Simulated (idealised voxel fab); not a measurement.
The following process module bears the name voxel wiring stack.
The cross-section shown here is cut; it is 170 nm wide and divided into square cells measuring 5 nm on a side.
Cross-section layout: square cells on a grid; listed as bands, top to bottom; a band spans one or more cell rows. This entry defines a band. It first specifies the height of the band's top and the height of its bottom in nm, and then specifies the band's materials from left to right, stating each material with its width in nm. The word "everywhere" identifies a single material that fills the band from edge to edge, while the word "empty" identifies empty space. Height is counted from the level 0, under which the received wafer is composed throughout of one material. The lowest of the bands is not closed at the bottom but continues downward, in the notation "0..down". Think of "30..40" as a width that walks from the first number to the second as you go down the band, top row to bottom row, taking equal-sized steps from row to row. The cross-section has no changed cell in any step marked "no alterations made". Empty spaces counting at least 8 cells and having no open way to the top are listed in "Closed void inventory". The notation width x height at distance is used for each, the distance being from the left edge and all three values in nm. Read whatever lies past the settings on a step's line as the simulator's own remark about the step. What "overlay nm" on a step's line means: if the step has a mask, that mask lay this far to the right of its planned place, or, when the value is negative, to the left.

**List of planned process steps**
| 1 | RECEIVE: material Si |
| 2 | CONFORMAL_DEP: material SiO2, thk nm 10 |
| 3 | DIRECTIONAL_DEP: material TiN, thk nm 5 |
| 4 | DIRECTIONAL_DEP: material W, thk nm 25 |
| 5 | PATTERN: tone cover, mask id METAL_1, material resist, width nm 30, pitch nm 55, thk nm 20, overlay nm 0 |
| 6 | DIRECTIONAL_ETCH: etch materials W, depth nm 25 |
| 7 | DIRECTIONAL_ETCH: etch materials TiN, depth nm 5 |
| 8 | STRIP: etch materials resist |
| 9 | FILL_DEP: material lowk, thk nm 5 |
| 10 | CMP: height nm 40 |
| 11 | CONFORMAL_DEP: material SiCN, thk nm 5 |
| 12 | DIRECTIONAL_DEP: material lowk, thk nm 20 |
| 13 | DIRECTIONAL_DEP: material aC, thk nm 10 |
| 14 | PATTERN: tone open, mask id PLUG_1, material resist, width nm 15, pitch nm 55, thk nm 25, overlay nm 0 |
| 15 | DIRECTIONAL_ETCH: etch materials aC, depth nm 10 |
| 16 | STRIP: etch materials resist |
| 17 | DIRECTIONAL_ETCH: etch materials lowk, depth nm 20 |
| 18 | DIRECTIONAL_ETCH: etch materials SiCN, depth nm 5 |
| 19 | STRIP: etch materials aC |
| 20 | CONFORMAL_DEP: material TiN, thk nm 5 |
| 21 | FILL_DEP: material Cu, thk nm 10 |
| 22 | CMP: height nm 65 |
| 23 | CONFORMAL_DEP: material SiN, thk nm 5 |
| 24 | DIRECTIONAL_DEP: material SiO2, thk nm 15 |
| 25 | MASKED_ETCH: tone open, mask id METAL_2, width nm 30, pitch nm 55, etch materials SiO2, depth nm 15, overlay nm 0 |
| 26 | MASKED_ETCH: tone open, mask id METAL_2, width nm 30, pitch nm 55, etch materials SiN, depth nm 5, overlay nm 0 |
| 27 | CONFORMAL_DEP: material TiN, thk nm 5 |
| 28 | FILL_DEP: material Cu, thk nm 10 |
| 29 | CMP: height nm 85 |
| 30 | CONFORMAL_DEP: material SiCN, thk nm 5 |

**The first wafer of two, processed as planned**

**Wafer at receipt (post step 1), cross-section**
- 0..down = Si everywhere
- Closed void inventory: none

**How the wafer stands in section after step 2**
- 10..0 = SiO2 everywhere
- Beneath the level 0, the cross-section is identical to its previous state.

**How the wafer stands in section after step 3**
- 15..10 = TiN everywhere
- Beneath the level 10, the cross-section is identical to its previous state.

**How the wafer stands in section after step 4**
- 40..15 = W everywhere
- Beneath the level 15, the cross-section is identical to its previous state.

**How the wafer stands in section after step 5**
- 60..40 = empty: 15; resist: 30; empty: 25; resist: 30; empty: 25; resist: 30; empty: 15
- Beneath the level 40, the cross-section is identical to its previous state.

**How the wafer stands in section after step 6**
- 60..40 = empty: 15; resist: 30; empty: 25; resist: 30; empty: 25; resist: 30; empty: 15
- 40..15 = empty: 15; W: 30; empty: 25; W: 30; empty: 25; W: 30; empty: 15
- Beneath the level 15, the cross-section is identical to its previous state.

**How the wafer stands in section after step 7**
- 60..40 = empty: 15; resist: 30; empty: 25; resist: 30; empty: 25; resist: 30; empty: 15
- 40..15 = empty: 15; W: 30; empty: 25; W: 30; empty: 25; W: 30; empty: 15
- 15..10 = empty: 15; TiN: 30; empty: 25; TiN: 30; empty: 25; TiN: 30; empty: 15
- Beneath the level 10, the cross-section is identical to its previous state.

**How the wafer stands in section after step 8**
- 40..15 = empty: 15; W: 30; empty: 25; W: 30; empty: 25; W: 30; empty: 15
- Beneath the level 15, the cross-section is identical to its previous state.

**How the wafer stands in section after step 9**
- 45..40 = lowk everywhere
- 40..15 = lowk: 15; W: 30; lowk: 25; W: 30; lowk: 25; W: 30; lowk: 15
- 15..10 = lowk: 15; TiN: 30; lowk: 25; TiN: 30; lowk: 25; TiN: 30; lowk: 15
- Beneath the level 10, the cross-section is identical to its previous state.

**How the wafer stands in section after step 10**
- 40..15 = lowk: 15; W: 30; lowk: 25; W: 30; lowk: 25; W: 30; lowk: 15
- Beneath the level 15, the cross-section is identical to its previous state.

**How the wafer stands in section after step 11**
- 45..40 = SiCN everywhere
- Beneath the level 40, the cross-section is identical to its previous state.

**How the wafer stands in section after step 12**
- 65..45 = lowk everywhere
- Beneath the level 45, the cross-section is identical to its previous state.

**How the wafer stands in section after step 13**
- 75..65 = aC everywhere
- Beneath the level 65, the cross-section is identical to its previous state.

**How the wafer stands in section after step 14**
- 100..75 = resist: 15; empty: 15; resist: 40; empty: 15; resist: 40; empty: 15; resist: 30
- Beneath the level 75, the cross-section is identical to its previous state.

**How the wafer stands in section after step 15**
- 90..75 = resist: 15; empty: 15; resist: 40; empty: 15; resist: 40; empty: 15; resist: 30
- 75..65 = aC: 15; empty: 15; aC: 40; empty: 15; aC: 40; empty: 15; aC: 30
- Beneath the level 65, the cross-section is identical to its previous state.

**How the wafer stands in section after step 16**
- 75..65 = aC: 15; empty: 15; aC: 40; empty: 15; aC: 40; empty: 15; aC: 30
- Beneath the level 65, the cross-section is identical to its previous state.

**How the wafer stands in section after step 17**
- 75..65 = aC: 15; empty: 15; aC: 40; empty: 15; aC: 40; empty: 15; aC: 30
- 65..45 = lowk: 15; empty: 15; lowk: 40; empty: 15; lowk: 40; empty: 15; lowk: 30
- Beneath the level 45, the cross-section is identical to its previous state.

**How the wafer stands in section after step 18**
- 75..65 = aC: 15; empty: 15; aC: 40; empty: 15; aC: 40; empty: 15; aC: 30
- 65..45 = lowk: 15; empty: 15; lowk: 40; empty: 15; lowk: 40; empty: 15; lowk: 30
- 45..40 = SiCN: 15; empty: 15; SiCN: 40; empty: 15; SiCN: 40; empty: 15; SiCN: 30
- Beneath the level 40, the cross-section is identical to its previous state.

**How the wafer stands in section after step 19**
- 65..45 = lowk: 15; empty: 15; lowk: 40; empty: 15; lowk: 40; empty: 15; lowk: 30
- Beneath the level 45, the cross-section is identical to its previous state.

**How the wafer stands in section after step 20**
- 70..65 = TiN: 20; empty: 5; TiN: 50; empty: 5; TiN: 50; empty: 5; TiN: 35
- 65..45 = lowk: 15; TiN: 5; empty: 5; TiN: 5; lowk: 40; TiN: 5; empty: 5; TiN: 5; lowk: 40; TiN: 5; empty: 5; TiN: 5; lowk: 30
- 45..40 = SiCN: 15; TiN: 15; SiCN: 40; TiN: 15; SiCN: 40; TiN: 15; SiCN: 30
- Beneath the level 40, the cross-section is identical to its previous state.

**How the wafer stands in section after step 21**
- 80..70 = Cu everywhere
- 70..65 = TiN: 20; Cu: 5; TiN: 50; Cu: 5; TiN: 50; Cu: 5; TiN: 35
- 65..45 = lowk: 15; TiN: 5; Cu: 5; TiN: 5; lowk: 40; TiN: 5; Cu: 5; TiN: 5; lowk: 40; TiN: 5; Cu: 5; TiN: 5; lowk: 30
- Beneath the level 45, the cross-section is identical to its previous state.

**How the wafer stands in section after step 22**
- 65..45 = lowk: 15; TiN: 5; Cu: 5; TiN: 5; lowk: 40; TiN: 5; Cu: 5; TiN: 5; lowk: 40; TiN: 5; Cu: 5; TiN: 5; lowk: 30
- Beneath the level 45, the cross-section is identical to its previous state.

**How the wafer stands in section after step 23**
- 70..65 = SiN everywhere
- Beneath the level 65, the cross-section is identical to its previous state.

**How the wafer stands in section after step 24**
- 85..70 = SiO2 everywhere
- Beneath the level 70, the cross-section is identical to its previous state.

**How the wafer stands in section after step 25**
- 85..70 = SiO2: 15; empty: 30; SiO2: 25; empty: 30; SiO2: 25; empty: 30; SiO2: 15
- Beneath the level 70, the cross-section is identical to its previous state.

**How the wafer stands in section after step 26**
- 85..70 = SiO2: 15; empty: 30; SiO2: 25; empty: 30; SiO2: 25; empty: 30; SiO2: 15
- 70..65 = SiN: 15; empty: 30; SiN: 25; empty: 30; SiN: 25; empty: 30; SiN: 15
- Beneath the level 65, the cross-section is identical to its previous state.

**How the wafer stands in section after step 27**
- 90..85 = TiN: 20; empty: 20; TiN: 35; empty: 20; TiN: 35; empty: 20; TiN: 20
- 85..70 = SiO2: 15; TiN: 5; empty: 20; TiN: 5; SiO2: 25; TiN: 5; empty: 20; TiN: 5; SiO2: 25; TiN: 5; empty: 20; TiN: 5; SiO2: 15
- 70..65 = SiN: 15; TiN: 30; SiN: 25; TiN: 30; SiN: 25; TiN: 30; SiN: 15
- Beneath the level 65, the cross-section is identical to its previous state.

**How the wafer stands in section after step 28**
- 100..90 = Cu everywhere
- 90..85 = TiN: 20; Cu: 20; TiN: 35; Cu: 20; TiN: 35; Cu: 20; TiN: 20
- 85..70 = SiO2: 15; TiN: 5; Cu: 20; TiN: 5; SiO2: 25; TiN: 5; Cu: 20; TiN: 5; SiO2: 25; TiN: 5; Cu: 20; TiN: 5; SiO2: 15
- Beneath the level 70, the cross-section is identical to its previous state.

**How the wafer stands in section after step 29**
- 85..70 = SiO2: 15; TiN: 5; Cu: 20; TiN: 5; SiO2: 25; TiN: 5; Cu: 20; TiN: 5; SiO2: 25; TiN: 5; Cu: 20; TiN: 5; SiO2: 15
- Beneath the level 70, the cross-section is identical to its previous state.

**How the wafer stands in section after step 30**
- 90..85 = SiCN everywhere
- Beneath the level 85, the cross-section is identical to its previous state.

**Second wafer, same starting state and plan as the first, one mistake in the run, identical through step 23**

**Cross-section of the second wafer when, according to plan, step 24 should have finished**
- 85..70 = TiN everywhere
- Beneath the level 70, the cross-section is identical to its previous state.

Cross-section of the second wafer when, according to plan, step 25 should have finished: no alterations made

Cross-section of the second wafer when, according to plan, step 26 should have finished: no alterations made

**Cross-section of the second wafer when, according to plan, step 27 should have finished**
- 90..70 = TiN everywhere
- Beneath the level 70, the cross-section is identical to its previous state.

**Cross-section of the second wafer when, according to plan, step 28 should have finished**
- 100..90 = Cu everywhere
- Beneath the level 90, the cross-section is identical to its previous state.

**Cross-section of the second wafer when, according to plan, step 29 should have finished**
- 85..70 = TiN everywhere
- Beneath the level 70, the cross-section is identical to its previous state.

**Cross-section of the second wafer when, according to plan, step 30 should have finished**
- 90..85 = SiCN everywhere
- Beneath the level 85, the cross-section is identical to its previous state.
What was done differently from what was planned? the process deviated at step 24: the operation and settings actually run there were DIRECTIONAL_DEP: material TiN, thk nm 15
The closing comparison, in cells, has the second wafer with more or fewer of some materials than the first: Cu: 36 fewer, SiN: 18 more, SiO2: 48 fewer, TiN: 66 more
